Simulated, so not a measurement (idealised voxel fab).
This is a process module. Its name is voxel ribs on slabs.
Each square cell in cross-section cut measures 5 nm, and the section as a whole is 255 nm wide.
A cross-section is written here as square cells arranged in a grid, and it is given in bands from the top down, each band taking up one or more rows of cells. Top, bottom (nm), then materials left to right with widths (nm); lone material tagged "all across" fills the whole band edge to edge; "blank" = empty space. Basically, 0 is our baseline, since under it the wafer straight out of the box is all one material. The bottom band has no lower end and keeps on going down, so it looks like "0 and below". You'd read "30 to 40" like this: the band's top row of cells is as wide as the first number, its bottom row is as wide as the second, and going down, every row changes width by the same amount as the row before did. "no alterations made" -> step changed no cross-section cell. Reported under the label "Closed void catalog" are the empty spaces having no open way to the top and comprising 8 cells or more; the notation for each is width x height at distance, in which the distance is measured from the left edge and all three values are in nm. Read whatever lies past the settings on a step's line as the simulator's own remark about the step. overlay nm: mask offset rightward from planned place, masked step; negative means leftward offset.

Process steps - plan
- 1: RECEIVE: material Si
- 2: DIRECTIONAL_DEP: material SiO2, thk nm 20
- 3: DIRECTIONAL_DEP: material SiN, thk nm 20
- 4: DIRECTIONAL_DEP: material aC, thk nm 10
- 5: PATTERN: tone cover, mask id RIB, material resist, width nm 15, thk nm 25, overlay nm 0
- 6: DIRECTIONAL_ETCH: etch materials aC, depth nm 10
- 7: STRIP: etch materials resist
- 8: DIRECTIONAL_ETCH: etch materials SiN, depth nm 10
- 9: STRIP: etch materials aC
- 10: PATTERN: tone cover, mask id SLAB, material resist, width nm 75, thk nm 20, overlay nm 0
- 11: DIRECTIONAL_ETCH: etch materials SiN, depth nm 10
- 12: STRIP: etch materials resist
- 13: FILL_DEP: material SiO2, thk nm 20
- 14: CMP: height nm 50
- 15: DIRECTIONAL_DEP: material W, thk nm 10
- 16: MASKED_ETCH: tone cover, mask id HEATER, width nm 25, etch materials W, depth nm 10, overlay nm 0
- 17: CONFORMAL_DEP: material SiO2, thk nm 5

Wafer cross-section on receipt, i.e. after step 1
- 0 and below = Si all across
- Closed void catalog: none

Looking at the first of two wafers in cross-section at end of module - ran to plan
- 65 down to 60 = 110 nm blank, 35 nm SiO2, 110 nm blank
- 60 down to 55 = 110 nm blank, 5 nm SiO2, 25 nm W, 5 nm SiO2, 110 nm blank
- 55 down to 50 = 115 nm SiO2, 25 nm W, 115 nm SiO2
- 50 down to 40 = SiO2 all across
- 40 down to 30 = 120 nm SiO2, 15 nm SiN, 120 nm SiO2
- 30 down to 20 = 90 nm SiO2, 75 nm SiN, 90 nm SiO2
- 20 down to 0 = SiO2 all across
- 0 and below = Si all across
- Closed void catalog: none

Second of two wafers, module complete, sectioned: it shares the first wafer's start and plan but was run with one mistake
- 65 down to 60 = 110 nm blank, 35 nm SiO2, 110 nm blank
- 60 down to 55 = 110 nm blank, 5 nm SiO2, 25 nm W, 5 nm SiO2, 110 nm blank
- 55 down to 50 = 115 nm SiO2, 25 nm W, 115 nm SiO2
- 50 down to 40 = 90 nm SiO2, 75 nm SiN, 90 nm SiO2
- 40 down to 20 = SiN all across
- 20 down to 0 = SiO2 all across
- 0 and below = Si all across
- Closed void catalog: none
The plan and the run diverged here: step 3 from the plan got run twice
at the end the second wafer has, in cells: SiN: 198 more, SiO2: 198 fewer
